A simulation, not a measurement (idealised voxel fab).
The following is a process module called voxel self aligned contacts.
For reference, the cross-section in this document is cut, with width 200 nm and square cells of 5 nm.
A cross-section in this document is a grid of square cells, and it is written down as bands, the top band listed before the ones below it; a band is made up of one or more rows of cells. Per band: top height and bottom height in nm, followed by the left-to-right materials and their widths in nm; "all across" marks a single material spanning edge to edge, "empty" marks empty space. Below 0: as-received wafer, all one material; heights counted from there. Lowest band: no bottom, goes on down, written "from 0 down". So if you see something like "30 to 40" for the width, read it as the top row of the band sitting at the first number and the bottom row at the second, with every row in between moving by the same amount as the last. Take "nothing altered" at face value: in the step it is given for, the cross-section changed in none of its cells. Empty spaces counting at least 8 cells and having no open way to the top are listed in "Sealed void listing". The notation width x height at distance is used for each, the distance being from the left edge and all three values in nm. Where a step's line continues beyond its settings, the continuation is a remark by the simulator itself on that step. "overlay nm" answers the question of how far to the right of plan the mask lay on a step that has a mask, and when it is negative the answer is to the left.

Steps planned for the process
1) RECEIVE with material Si
2) CONFORMAL_DEP with material SiO2, thk nm 5
3) DIRECTIONAL_DEP with material polySi, thk nm 30
4) DIRECTIONAL_DEP with material SiN, thk nm 20
5) DIRECTIONAL_DEP with material aC, thk nm 15
6) PATTERN with tone cover, mask id GATE, material resist, width nm 25, pitch nm 60, thk nm 30, overlay nm 0
7) DIRECTIONAL_ETCH with etch materials aC, depth nm 15
8) STRIP with etch materials resist
9) DIRECTIONAL_ETCH with etch materials SiN, depth nm 20
10) DIRECTIONAL_ETCH with etch materials polySi, depth nm 30
11) STRIP with etch materials aC
12) CONFORMAL_DEP with material SiN, thk nm 10
13) DIRECTIONAL_ETCH with etch materials SiN, depth nm 10
14) FILL_DEP with material SiO2, thk nm 15
15) CMP with height nm 60
16) MASKED_ETCH with tone open, mask id CONTACT, width nm 45, etch materials SiO2, depth nm 60, overlay nm 0
17) CONFORMAL_DEP with material TiN, thk nm 5
18) FILL_DEP with material Ru, thk nm 5
19) CMP with height nm 60
20) CONFORMAL_DEP with material SiN, thk nm 5

Cross-sectional view of the wafer in its as-received condition, corresponding to the state after step 1
  from 0 down  Si all across
  Sealed void listing: none

This is how the wafer looks in cross-section once the module is done, given the starting state and plan above and one mistake in carrying the plan out
  from 65 to 60  SiN all across
  from 60 to 50  45 of SiO2; 45 of SiN; 5 of TiN; 5 of Ru; 5 of TiN; 45 of SiN; 50 of SiO2
  from 50 to 45  45 of SiO2; 45 of SiN; 15 of TiN; 45 of SiN; 50 of SiO2
  from 45 to 35  SiN all across
  from 35 to 5  polySi all across
  from 5 to 0  SiO2 all across
  from 0 down  Si all across
  Sealed void listing: none
Finding, execution versus plan: step 4 was not run as planned; what actually ran was DIRECTIONAL_DEP with material SiN, thk nm 30
